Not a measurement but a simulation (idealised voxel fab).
The name of this process module is voxel capacitor over wiring.
245 nm wide, 5 nm square cells: that's cross-section cut.
If you're reading a cross-section in this doc, picture square cells in a grid; it comes to you as bands, top ones listed first down to the bottom, and a band can be one or more rows of cells. In this notation a band is specified by the heights of its top and bottom, in that order and in nm, after which its materials appear from left to right, each paired with its width in nm. The word "full width" attached to a single material means that material fills the band from edge to edge; the word "blank" stands for empty space. Beneath 0, the wafer as received is one material, and that level is where height counting begins. The lowest band goes on downward without a bottom; it is written like "0 -> down". Width "30 to 40": first value at the band's top row of cells, second value at its bottom row, equal change from row to row. Step marked "remained the same"? Then no cell in the cross-section changed in it. The entry titled "Trapped void list" provides the empty spaces that have no open way to the top, restricted to those of 8 cells or more. Each is presented as width x height at distance, the distance being measured from the left edge, with all three in nm. Text after the settings on a step's line: the simulator's own remark on that step. On any step carrying a mask, the "overlay nm" setting, if present on the step's line, tells how far right of its planned place the mask lay; negative values point to the left.
The planned process steps are enumerated hereunder
1,RECEIVE [material Si]
2,CONFORMAL_DEP [material SiO2] [thk nm 15]
3,DIRECTIONAL_DEP [material TiN] [thk nm 5]
4,DIRECTIONAL_DEP [material W] [thk nm 20]
5,DIRECTIONAL_DEP [material aC] [thk nm 15]
6,PATTERN [tone cover] [mask id METAL_1] [material resist] [width nm 30] [pitch nm 90] [thk nm 35] [overlay nm 0]
7,DIRECTIONAL_ETCH [etch materials aC] [depth nm 15]
8,STRIP [etch materials resist]
9,DIRECTIONAL_ETCH [etch materials W] [depth nm 20]
10,DIRECTIONAL_ETCH [etch materials TiN] [depth nm 5]
11,STRIP [etch materials aC]
12,FILL_DEP [material lowk] [thk nm 5]
13,CMP [height nm 40]
14,CONFORMAL_DEP [material SiCN] [thk nm 5]
15,DIRECTIONAL_DEP [material lowk] [thk nm 10]
16,DIRECTIONAL_DEP [material aC] [thk nm 10]
17,PATTERN [tone open] [mask id PLUG_1] [material resist] [width nm 15] [thk nm 25] [overlay nm 0]
18,DIRECTIONAL_ETCH [etch materials aC] [depth nm 10]
19,STRIP [etch materials resist]
20,DIRECTIONAL_ETCH [etch materials lowk] [depth nm 10]
21,DIRECTIONAL_ETCH [etch materials SiCN] [depth nm 5]
22,STRIP [etch materials aC]
23,EPI [material Ru] [thk nm 10]
24,EPI [material Ru] [thk nm 5]
25,DIRECTIONAL_DEP [material TiN] [thk nm 5]
26,DIRECTIONAL_DEP [material Al2O3] [thk nm 5]
27,DIRECTIONAL_DEP [material TiN] [thk nm 5]
28,PATTERN [tone cover] [mask id UPPER_PLATE] [material resist] [width nm 55] [thk nm 15] [overlay nm 0]
29,DIRECTIONAL_ETCH [etch materials TiN] [depth nm 5]
30,DIRECTIONAL_ETCH [etch materials Al2O3] [depth nm 5]
31,STRIP [etch materials resist]
32,DIRECTIONAL_DEP [material aC] [thk nm 10]
33,PATTERN [tone cover] [mask id LOWER_PLATE] [material resist] [width nm 75] [thk nm 30] [overlay nm 0]
34,DIRECTIONAL_ETCH [etch materials aC] [depth nm 10]
35,STRIP [etch materials resist]
36,DIRECTIONAL_ETCH [etch materials TiN] [depth nm 5]
37,STRIP [etch materials aC]
38,FILL_DEP [material SiO2] [thk nm 15]
39,CMP [height nm 80]
40,PATTERN [tone open] [mask id PLUG_2] [material resist] [width nm 15] [thk nm 15] [overlay nm 0]
41,DIRECTIONAL_ETCH [etch materials SiO2] [depth nm 10]
42,STRIP [etch materials resist]
43,CONFORMAL_DEP [material TiN] [thk nm 5]
44,FILL_DEP [material Cu] [thk nm 10]
45,CMP [height nm 80]
46,CONFORMAL_DEP [material SiN] [thk nm 5]
The plan shows the width nm of step 28 as the first wafer had it; this setting differs between the wafers, which start out alike.
As-received state after step 1, first of several wafers, cross-section
	0 -> down: Si full width
	Trapped void list: none
Basically each wafer gets a line in the table, showing it at the end of the module: material by material, the cells it gained (+) or lost (-) since we got it, then its closed voids
width nm 55 | +11 Al2O3 | +1 Cu | +9 Ru | +46 SiCN | +49 SiN | +349 SiO2 | +43 TiN | +48 W | +277 lowk | Trapped void list: none
width nm 60 | +12 Al2O3 | +1 Cu | +9 Ru | +46 SiCN | +49 SiN | +347 SiO2 | +44 TiN | +48 W | +277 lowk | Trapped void list: none
width nm 65 | +13 Al2O3 | +1 Cu | +9 Ru | +46 SiCN | +49 SiN | +345 SiO2 | +45 TiN | +48 W | +277 lowk | Trapped void list: none
width nm 70 | +14 Al2O3 | +1 Cu | +9 Ru | +46 SiCN | +49 SiN | +343 SiO2 | +46 TiN | +48 W | +277 lowk | Trapped void list: none
width nm 75 | +15 Al2O3 | +1 Cu | +9 Ru | +46 SiCN | +49 SiN | +341 SiO2 | +47 TiN | +48 W | +277 lowk | Trapped void list: none
width nm 80 | +16 Al2O3 | +1 Cu | +9 Ru | +46 SiCN | +49 SiN | +339 SiO2 | +48 TiN | +48 W | +277 lowk | Trapped void list: none
